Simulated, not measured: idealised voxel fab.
process module | voxel lift off
cross-section cut | 190 nm wide | cells 5 nm
A cross-section is a grid of square cells, given in bands from the top down. A band is one or more rows of cells.
Each band's line starts with the height of the band's top and of its bottom, in nm. Then come its materials from left to right, each with its width in nm. One material with "throughout" fills the band from edge to edge. "air" is empty space.
Height 0 is the level under which the wafer as received is all one material. The lowest band goes on downwards, as in "0 down".
A width such as "30 to 40" changes by the same amount from each row of cells to the next, from the band's top row to its bottom row.
"no change" after a step means that no cell of the cross-section changed.
closed voids: empty space of 8 cells or more with no open way to the top, each as width x height at its distance from the left edge, in nm
after a step's settings: what the simulator itself notes on the step
overlay nm, on a step with a mask: how far to the right of its planned place the mask lay; to the left if negative
plan
1 op RECEIVE | material Si
2 op CONFORMAL_DEP | material Al2O3 | thk nm 15
3 op PATTERN | tone open | mask id LINES | material resist | width nm 20 | pitch nm 45 | thk nm 30 | overlay nm 0
4 op DIRECTIONAL_DEP | material Ru | thk nm 15
5 op STRIP | etch materials resist
6 op CONFORMAL_DEP | material SiCN | thk nm 10
as received, after step 1
  0 down: Si throughout
  closed voids: none
first wafer at the end, as planned
  40 to 30: air 5 | SiCN 40 | air 5 | SiCN 40 | air 5 | SiCN 40 | air 5 | SiCN 40 | air 10
  30 to 25: air 5 | SiCN 10 | Ru 20 | SiCN 10 | air 5 | SiCN 10 | Ru 20 | SiCN 10 | air 5 | SiCN 10 | Ru 20 | SiCN 10 | air 5 | SiCN 10 | Ru 20 | SiCN 10 | air 10
  25 to 15: SiCN 15 | Ru 20 | SiCN 25 | Ru 20 | SiCN 25 | Ru 20 | SiCN 25 | Ru 20 | SiCN 20
  15 to 0: Al2O3 throughout
  0 down: Si throughout
  closed voids: none
second wafer at the end: like start, like plan, one mistake
  30 to 15: air 15 | Ru 20 | air 25 | Ru 20 | air 25 | Ru 20 | air 25 | Ru 20 | air 20
  15 to 0: Al2O3 throughout
  0 down: Si throughout
  closed voids: none
what went wrong: step 6 was left out
at the end the second wafer has, in cells: 124 fewer of SiCN
